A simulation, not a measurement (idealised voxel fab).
The name of this process module is voxel wiring stack.
FYI the section here is cut, 185 nm wide, cells are 5 nm squares.
Cross-section, as written here: a square-cell grid given band by band from the top down, where a band holds one or more rows of cells. A band entry consists of two parts. The first gives the height of the band's top and the height of its bottom, in nm. The rest lists the band's materials from left to right, each with its width in nm. A single material labelled with the word "throughout" fills the band from edge to edge, and the word "blank" marks empty space. Heights are reckoned from 0. Under this level, the received wafer is all of one material. The bottommost band is open-ended downward, for example "0 -> down". A width given as "30->40" starts at the first number in the band's top row and ends at the second number in its bottom row, shifting by an equal amount at every step from row to row. For the purposes of this document, the phrase "remained the same" attached to a step denotes that no cell within the cross-section was modified by that step. Basically, "Fully closed voids" tells you about the enclosed voids: empty spaces with no open way to the top, 8 cells or bigger, each written width x height at distance, where distance is from the left edge, all in nm. On a step's line, text after the settings is the simulator commenting on that step. overlay nm, on a step with a mask: how far to the right of its planned place the mask lay; to the left if negative.
Intended process steps:
1 op RECEIVE | material Si
2 op CONFORMAL_DEP | material SiO2 | thk nm 15
3 op CONFORMAL_DEP | material SiCN | thk nm 5
4 op DIRECTIONAL_DEP | material SiO2 | thk nm 20
5 op MASKED_ETCH | tone open | mask id METAL_1 | width nm 30 | pitch nm 60 | etch materials SiO2 | depth nm 20 | overlay nm 0
6 op MASKED_ETCH | tone open | mask id METAL_1 | width nm 30 | pitch nm 60 | etch materials SiCN | depth nm 5 | overlay nm 0
7 op CONFORMAL_DEP | material TiN | thk nm 5
8 op FILL_DEP | material Ru | thk nm 10
9 op CMP | height nm 40
10 op CONFORMAL_DEP | material SiCN | thk nm 5
11 op DIRECTIONAL_DEP | material SiO2 | thk nm 25
12 op PATTERN | tone open | mask id METAL_2 | material resist | width nm 30 | pitch nm 60 | thk nm 15 | overlay nm 0
13 op DIRECTIONAL_ETCH | etch materials SiO2 | depth nm 15
14 op STRIP | etch materials resist
15 op MASKED_ETCH | tone open | mask id METAL_2_HOLES | width nm 15 | pitch nm 60 | etch materials SiO2 | depth nm 10 | overlay nm 0
16 op MASKED_ETCH | tone open | mask id METAL_2_HOLES | width nm 15 | pitch nm 60 | etch materials SiCN | depth nm 5 | overlay nm 0
17 op CONFORMAL_DEP | material TiN | thk nm 5
18 op FILL_DEP | material Cu | thk nm 10
19 op CMP | height nm 70
20 op CONFORMAL_DEP | material SiCN | thk nm 5
21 op DIRECTIONAL_DEP | material SiO2 | thk nm 35
22 op MASKED_ETCH | tone open | mask id METAL_3_HOLES | width nm 15 | pitch nm 120 | etch materials SiO2 | depth nm 35 | overlay nm 0
23 op MASKED_ETCH | tone open | mask id METAL_3 | width nm 30 | pitch nm 60 | etch materials SiO2 | depth nm 20 | overlay nm 0
24 op MASKED_ETCH | tone open | mask id METAL_3 | width nm 30 | pitch nm 60 | etch materials SiCN | depth nm 5 | overlay nm 0
25 op CONFORMAL_DEP | material TiN | thk nm 5
26 op FILL_DEP | material Ru | thk nm 5
27 op CMP | height nm 110
28 op CONFORMAL_DEP | material SiCN | thk nm 5
First of the two wafers, run per plan:
Wafer at receipt (post step 1), cross-section:
* 0 -> down | Si throughout
* Fully closed voids: none
How the wafer stands in section after step 2:
* 15 -> 0 | SiO2 throughout
* Below 0, the layers are the same as they were.
How the wafer stands in section after step 3:
* 20 -> 15 | SiCN throughout
* Below 15, the layers are the same as they were.
How the wafer stands in section after step 4:
* 40 -> 20 | SiO2 throughout
* Below 20, the layers are the same as they were.
How the wafer stands in section after step 5:
* 40 -> 20 | SiO2=15; blank=30; SiO2=30; blank=30; SiO2=30; blank=30; SiO2=20
* Below 20, the layers are the same as they were.
How the wafer stands in section after step 6:
* 40 -> 20 | SiO2=15; blank=30; SiO2=30; blank=30; SiO2=30; blank=30; SiO2=20
* 20 -> 15 | SiCN=15; blank=30; SiCN=30; blank=30; SiCN=30; blank=30; SiCN=20
* Below 15, the layers are the same as they were.
How the wafer stands in section after step 7:
* 45 -> 40 | TiN=20; blank=20; TiN=40; blank=20; TiN=40; blank=20; TiN=25
* 40 -> 20 | SiO2=15; TiN=5; blank=20; TiN=5; SiO2=30; TiN=5; blank=20; TiN=5; SiO2=30; TiN=5; blank=20; TiN=5; SiO2=20
* 20 -> 15 | SiCN=15; TiN=30; SiCN=30; TiN=30; SiCN=30; TiN=30; SiCN=20
* Below 15, the layers are the same as they were.
How the wafer stands in section after step 8:
* 55 -> 45 | Ru throughout
* 45 -> 40 | TiN=20; Ru=20; TiN=40; Ru=20; TiN=40; Ru=20; TiN=25
* 40 -> 20 | SiO2=15; TiN=5; Ru=20; TiN=5; SiO2=30; TiN=5; Ru=20; TiN=5; SiO2=30; TiN=5; Ru=20; TiN=5; SiO2=20
* Below 20, the layers are the same as they were.
How the wafer stands in section after step 9:
* 40 -> 20 | SiO2=15; TiN=5; Ru=20; TiN=5; SiO2=30; TiN=5; Ru=20; TiN=5; SiO2=30; TiN=5; Ru=20; TiN=5; SiO2=20
* Below 20, the layers are the same as they were.
How the wafer stands in section after step 10:
* 45 -> 40 | SiCN throughout
* Below 40, the layers are the same as they were.
How the wafer stands in section after step 11:
* 70 -> 45 | SiO2 throughout
* Below 45, the layers are the same as they were.
How the wafer stands in section after step 12:
* 85 -> 70 | resist=15; blank=30; resist=30; blank=30; resist=30; blank=30; resist=20
* Below 70, the layers are the same as they were.
How the wafer stands in section after step 13:
* 85 -> 70 | resist=15; blank=30; resist=30; blank=30; resist=30; blank=30; resist=20
* 70 -> 55 | SiO2=15; blank=30; SiO2=30; blank=30; SiO2=30; blank=30; SiO2=20
* Below 55, the layers are the same as they were.
How the wafer stands in section after step 14:
* 70 -> 55 | SiO2=15; blank=30; SiO2=30; blank=30; SiO2=30; blank=30; SiO2=20
* Below 55, the layers are the same as they were.
How the wafer stands in section after step 15:
* 70 -> 55 | SiO2=15; blank=30; SiO2=30; blank=30; SiO2=30; blank=30; SiO2=20
* 55 -> 45 | SiO2=15; blank=15; SiO2=45; blank=15; SiO2=45; blank=15; SiO2=35
* Below 45, the layers are the same as they were.
How the wafer stands in section after step 16:
* 70 -> 55 | SiO2=15; blank=30; SiO2=30; blank=30; SiO2=30; blank=30; SiO2=20
* 55 -> 45 | SiO2=15; blank=15; SiO2=45; blank=15; SiO2=45; blank=15; SiO2=35
* 45 -> 40 | SiCN=15; blank=15; SiCN=45; blank=15; SiCN=45; blank=15; SiCN=35
* Below 40, the layers are the same as they were.
How the wafer stands in section after step 17:
* 75 -> 70 | TiN=20; blank=20; TiN=40; blank=20; TiN=40; blank=20; TiN=25
* 70 -> 60 | SiO2=15; TiN=5; blank=20; TiN=5; SiO2=30; TiN=5; blank=20; TiN=5; SiO2=30; TiN=5; blank=20; TiN=5; SiO2=20
* 60 -> 55 | SiO2=15; TiN=5; blank=5; TiN=20; SiO2=30; TiN=5; blank=5; TiN=20; SiO2=30; TiN=5; blank=5; TiN=20; SiO2=20
* 55 -> 45 | SiO2=15; TiN=5; blank=5; TiN=5; SiO2=45; TiN=5; blank=5; TiN=5; SiO2=45; TiN=5; blank=5; TiN=5; SiO2=35
* 45 -> 40 | SiCN=15; TiN=15; SiCN=45; TiN=15; SiCN=45; TiN=15; SiCN=35
* Below 40, the layers are the same as they were.
How the wafer stands in section after step 18:
* 85 -> 75 | Cu throughout
* 75 -> 70 | TiN=20; Cu=20; TiN=40; Cu=20; TiN=40; Cu=20; TiN=25
* 70 -> 60 | SiO2=15; TiN=5; Cu=20; TiN=5; SiO2=30; TiN=5; Cu=20; TiN=5; SiO2=30; TiN=5; Cu=20; TiN=5; SiO2=20
* 60 -> 55 | SiO2=15; TiN=5; Cu=5; TiN=20; SiO2=30; TiN=5; Cu=5; TiN=20; SiO2=30; TiN=5; Cu=5; TiN=20; SiO2=20
* 55 -> 45 | SiO2=15; TiN=5; Cu=5; TiN=5; SiO2=45; TiN=5; Cu=5; TiN=5; SiO2=45; TiN=5; Cu=5; TiN=5; SiO2=35
* Below 45, the layers are the same as they were.
How the wafer stands in section after step 19:
* 70 -> 60 | SiO2=15; TiN=5; Cu=20; TiN=5; SiO2=30; TiN=5; Cu=20; TiN=5; SiO2=30; TiN=5; Cu=20; TiN=5; SiO2=20
* Below 60, the layers are the same as they were.
How the wafer stands in section after step 20:
* 75 -> 70 | SiCN throughout
* Below 70, the layers are the same as they were.
How the wafer stands in section after step 21:
* 110 -> 75 | SiO2 throughout
* Below 75, the layers are the same as they were.
How the wafer stands in section after step 22:
* 110 -> 75 | SiO2=15; blank=15; SiO2=105; blank=15; SiO2=35
* Below 75, the layers are the same as they were.
How the wafer stands in section after step 23:
* 110 -> 90 | SiO2=15; blank=30; SiO2=30; blank=30; SiO2=30; blank=30; SiO2=20
* Below 90, the layers are the same as they were.
How the wafer stands in section after step 24:
* 110 -> 90 | SiO2=15; blank=30; SiO2=30; blank=30; SiO2=30; blank=30; SiO2=20
* 90 -> 75 | SiO2=15; blank=15; SiO2=105; blank=15; SiO2=35
* 75 -> 70 | SiCN=15; blank=15; SiCN=105; blank=15; SiCN=35
* Below 70, the layers are the same as they were.
How the wafer stands in section after step 25:
* 115 -> 110 | TiN=20; blank=20; TiN=40; blank=20; TiN=40; blank=20; TiN=25
* 110 -> 95 | SiO2=15; TiN=5; blank=20; TiN=5; SiO2=30; TiN=5; blank=20; TiN=5; SiO2=30; TiN=5; blank=20; TiN=5; SiO2=20
* 95 -> 90 | SiO2=15; TiN=5; blank=5; TiN=20; SiO2=30; TiN=30; SiO2=30; TiN=5; blank=5; TiN=20; SiO2=20
* 90 -> 75 | SiO2=15; TiN=5; blank=5; TiN=5; SiO2=105; TiN=5; blank=5; TiN=5; SiO2=35
* 75 -> 70 | SiCN=15; TiN=15; SiCN=105; TiN=15; SiCN=35
* Below 70, the layers are the same as they were.
How the wafer stands in section after step 26:
* 120 -> 115 | Ru throughout
* 115 -> 110 | TiN=20; Ru=20; TiN=40; Ru=20; TiN=40; Ru=20; TiN=25
* 110 -> 95 | SiO2=15; TiN=5; Ru=20; TiN=5; SiO2=30; TiN=5; Ru=20; TiN=5; SiO2=30; TiN=5; Ru=20; TiN=5; SiO2=20
* 95 -> 90 | SiO2=15; TiN=5; Ru=5; TiN=20; SiO2=30; TiN=30; SiO2=30; TiN=5; Ru=5; TiN=20; SiO2=20
* 90 -> 75 | SiO2=15; TiN=5; Ru=5; TiN=5; SiO2=105; TiN=5; Ru=5; TiN=5; SiO2=35
* Below 75, the layers are the same as they were.
How the wafer stands in section after step 27:
* 110 -> 95 | SiO2=15; TiN=5; Ru=20; TiN=5; SiO2=30; TiN=5; Ru=20; TiN=5; SiO2=30; TiN=5; Ru=20; TiN=5; SiO2=20
* Below 95, the layers are the same as they were.
How the wafer stands in section after step 28:
* 115 -> 110 | SiCN throughout
* Below 110, the layers are the same as they were.
Wafer two of the pair: same origin, same plan, one error during the run; identical to wafer one up to and including step 4:
Second wafer, section view, time point: scheduled end of step 5:
* 40 -> 20 | SiO2=20; blank=20; SiO2=40; blank=20; SiO2=40; blank=20; SiO2=25
* Below 20, the layers are the same as they were.
Second wafer, section view, time point: scheduled end of step 6:
* 40 -> 20 | SiO2=20; blank=20; SiO2=40; blank=20; SiO2=40; blank=20; SiO2=25
* 20 -> 15 | SiCN=20; blank=20; SiCN=40; blank=20; SiCN=40; blank=20; SiCN=25
* Below 15, the layers are the same as they were.
Second wafer, section view, time point: scheduled end of step 7:
* 45 -> 40 | TiN=25; blank=10; TiN=50; blank=10; TiN=50; blank=10; TiN=30
* 40 -> 20 | SiO2=20; TiN=5; blank=10; TiN=5; SiO2=40; TiN=5; blank=10; TiN=5; SiO2=40; TiN=5; blank=10; TiN=5; SiO2=25
* 20 -> 15 | SiCN=20; TiN=20; SiCN=40; TiN=20; SiCN=40; TiN=20; SiCN=25
* Below 15, the layers are the same as they were.
Second wafer, section view, time point: scheduled end of step 8:
* 55 -> 45 | Ru throughout
* 45 -> 40 | TiN=25; Ru=10; TiN=50; Ru=10; TiN=50; Ru=10; TiN=30
* 40 -> 20 | SiO2=20; TiN=5; Ru=10; TiN=5; SiO2=40; TiN=5; Ru=10; TiN=5; SiO2=40; TiN=5; Ru=10; TiN=5; SiO2=25
* Below 20, the layers are the same as they were.
Second wafer, section view, time point: scheduled end of step 9:
* 40 -> 20 | SiO2=20; TiN=5; Ru=10; TiN=5; SiO2=40; TiN=5; Ru=10; TiN=5; SiO2=40; TiN=5; Ru=10; TiN=5; SiO2=25
* Below 20, the layers are the same as they were.
Second wafer, section view, time point: scheduled end of step 10:
* 45 -> 40 | SiCN throughout
* Below 40, the layers are the same as they were.
Second wafer, section view, time point: scheduled end of step 11:
* 70 -> 45 | SiO2 throughout
* Below 45, the layers are the same as they were.
Second wafer, section view, time point: scheduled end of step 12:
* 85 -> 70 | resist=15; blank=30; resist=30; blank=30; resist=30; blank=30; resist=20
* Below 70, the layers are the same as they were.
Second wafer, section view, time point: scheduled end of step 13:
* 85 -> 70 | resist=15; blank=30; resist=30; blank=30; resist=30; blank=30; resist=20
* 70 -> 55 | SiO2=15; blank=30; SiO2=30; blank=30; SiO2=30; blank=30; SiO2=20
* Below 55, the layers are the same as they were.
Second wafer, section view, time point: scheduled end of step 14:
* 70 -> 55 | SiO2=15; blank=30; SiO2=30; blank=30; SiO2=30; blank=30; SiO2=20
* Below 55, the layers are the same as they were.
Second wafer, section view, time point: scheduled end of step 15:
* 70 -> 55 | SiO2=15; blank=30; SiO2=30; blank=30; SiO2=30; blank=30; SiO2=20
* 55 -> 45 | SiO2=15; blank=15; SiO2=45; blank=15; SiO2=45; blank=15; SiO2=35
* Below 45, the layers are the same as they were.
Second wafer, section view, time point: scheduled end of step 16:
* 70 -> 55 | SiO2=15; blank=30; SiO2=30; blank=30; SiO2=30; blank=30; SiO2=20
* 55 -> 45 | SiO2=15; blank=15; SiO2=45; blank=15; SiO2=45; blank=15; SiO2=35
* 45 -> 40 | SiCN=15; blank=15; SiCN=45; blank=15; SiCN=45; blank=15; SiCN=35
* Below 40, the layers are the same as they were.
Second wafer, section view, time point: scheduled end of step 17:
* 75 -> 70 | TiN=20; blank=20; TiN=40; blank=20; TiN=40; blank=20; TiN=25
* 70 -> 60 | SiO2=15; TiN=5; blank=20; TiN=5; SiO2=30; TiN=5; blank=20; TiN=5; SiO2=30; TiN=5; blank=20; TiN=5; SiO2=20
* 60 -> 55 | SiO2=15; TiN=5; blank=5; TiN=20; SiO2=30; TiN=5; blank=5; TiN=20; SiO2=30; TiN=5; blank=5; TiN=20; SiO2=20
* 55 -> 45 | SiO2=15; TiN=5; blank=5; TiN=5; SiO2=45; TiN=5; blank=5; TiN=5; SiO2=45; TiN=5; blank=5; TiN=5; SiO2=35
* 45 -> 40 | SiCN=15; TiN=15; SiCN=45; TiN=15; SiCN=45; TiN=15; SiCN=35
* Below 40, the layers are the same as they were.
Second wafer, section view, time point: scheduled end of step 18:
* 85 -> 75 | Cu throughout
* 75 -> 70 | TiN=20; Cu=20; TiN=40; Cu=20; TiN=40; Cu=20; TiN=25
* 70 -> 60 | SiO2=15; TiN=5; Cu=20; TiN=5; SiO2=30; TiN=5; Cu=20; TiN=5; SiO2=30; TiN=5; Cu=20; TiN=5; SiO2=20
* 60 -> 55 | SiO2=15; TiN=5; Cu=5; TiN=20; SiO2=30; TiN=5; Cu=5; TiN=20; SiO2=30; TiN=5; Cu=5; TiN=20; SiO2=20
* 55 -> 45 | SiO2=15; TiN=5; Cu=5; TiN=5; SiO2=45; TiN=5; Cu=5; TiN=5; SiO2=45; TiN=5; Cu=5; TiN=5; SiO2=35
* Below 45, the layers are the same as they were.
Second wafer, section view, time point: scheduled end of step 19:
* 70 -> 60 | SiO2=15; TiN=5; Cu=20; TiN=5; SiO2=30; TiN=5; Cu=20; TiN=5; SiO2=30; TiN=5; Cu=20; TiN=5; SiO2=20
* Below 60, the layers are the same as they were.
Second wafer, section view, time point: scheduled end of step 20:
* 75 -> 70 | SiCN throughout
* Below 70, the layers are the same as they were.
Second wafer, section view, time point: scheduled end of step 21:
* 110 -> 75 | SiO2 throughout
* Below 75, the layers are the same as they were.
Second wafer, section view, time point: scheduled end of step 22:
* 110 -> 75 | SiO2=15; blank=15; SiO2=105; blank=15; SiO2=35
* Below 75, the layers are the same as they were.
Second wafer, section view, time point: scheduled end of step 23:
* 110 -> 90 | SiO2=15; blank=30; SiO2=30; blank=30; SiO2=30; blank=30; SiO2=20
* Below 90, the layers are the same as they were.
Second wafer, section view, time point: scheduled end of step 24:
* 110 -> 90 | SiO2=15; blank=30; SiO2=30; blank=30; SiO2=30; blank=30; SiO2=20
* 90 -> 75 | SiO2=15; blank=15; SiO2=105; blank=15; SiO2=35
* 75 -> 70 | SiCN=15; blank=15; SiCN=105; blank=15; SiCN=35
* Below 70, the layers are the same as they were.
Second wafer, section view, time point: scheduled end of step 25:
* 115 -> 110 | TiN=20; blank=20; TiN=40; blank=20; TiN=40; blank=20; TiN=25
* 110 -> 95 | SiO2=15; TiN=5; blank=20; TiN=5; SiO2=30; TiN=5; blank=20; TiN=5; SiO2=30; TiN=5; blank=20; TiN=5; SiO2=20
* 95 -> 90 | SiO2=15; TiN=5; blank=5; TiN=20; SiO2=30; TiN=30; SiO2=30; TiN=5; blank=5; TiN=20; SiO2=20
* 90 -> 75 | SiO2=15; TiN=5; blank=5; TiN=5; SiO2=105; TiN=5; blank=5; TiN=5; SiO2=35
* 75 -> 70 | SiCN=15; TiN=15; SiCN=105; TiN=15; SiCN=35
* Below 70, the layers are the same as they were.
Second wafer, section view, time point: scheduled end of step 26:
* 120 -> 115 | Ru throughout
* 115 -> 110 | TiN=20; Ru=20; TiN=40; Ru=20; TiN=40; Ru=20; TiN=25
* 110 -> 95 | SiO2=15; TiN=5; Ru=20; TiN=5; SiO2=30; TiN=5; Ru=20; TiN=5; SiO2=30; TiN=5; Ru=20; TiN=5; SiO2=20
* 95 -> 90 | SiO2=15; TiN=5; Ru=5; TiN=20; SiO2=30; TiN=30; SiO2=30; TiN=5; Ru=5; TiN=20; SiO2=20
* 90 -> 75 | SiO2=15; TiN=5; Ru=5; TiN=5; SiO2=105; TiN=5; Ru=5; TiN=5; SiO2=35
* Below 75, the layers are the same as they were.
Second wafer, section view, time point: scheduled end of step 27:
* 110 -> 95 | SiO2=15; TiN=5; Ru=20; TiN=5; SiO2=30; TiN=5; Ru=20; TiN=5; SiO2=30; TiN=5; Ru=20; TiN=5; SiO2=20
* Below 95, the layers are the same as they were.
Second wafer, section view, time point: scheduled end of step 28:
* 115 -> 110 | SiCN throughout
* Below 110, the layers are the same as they were.
Processing error: step 5 was processed under conditions differing from the plan, specifically as op MASKED_ETCH | tone open | mask id METAL_1 | width nm 20 | pitch nm 60 | etch materials SiO2 | depth nm 20 | overlay nm 0
Wafer comparison, final, in cells, second relative to first, materials more or fewer: -24 Ru, +6 SiCN, +24 SiO2, -6 TiN
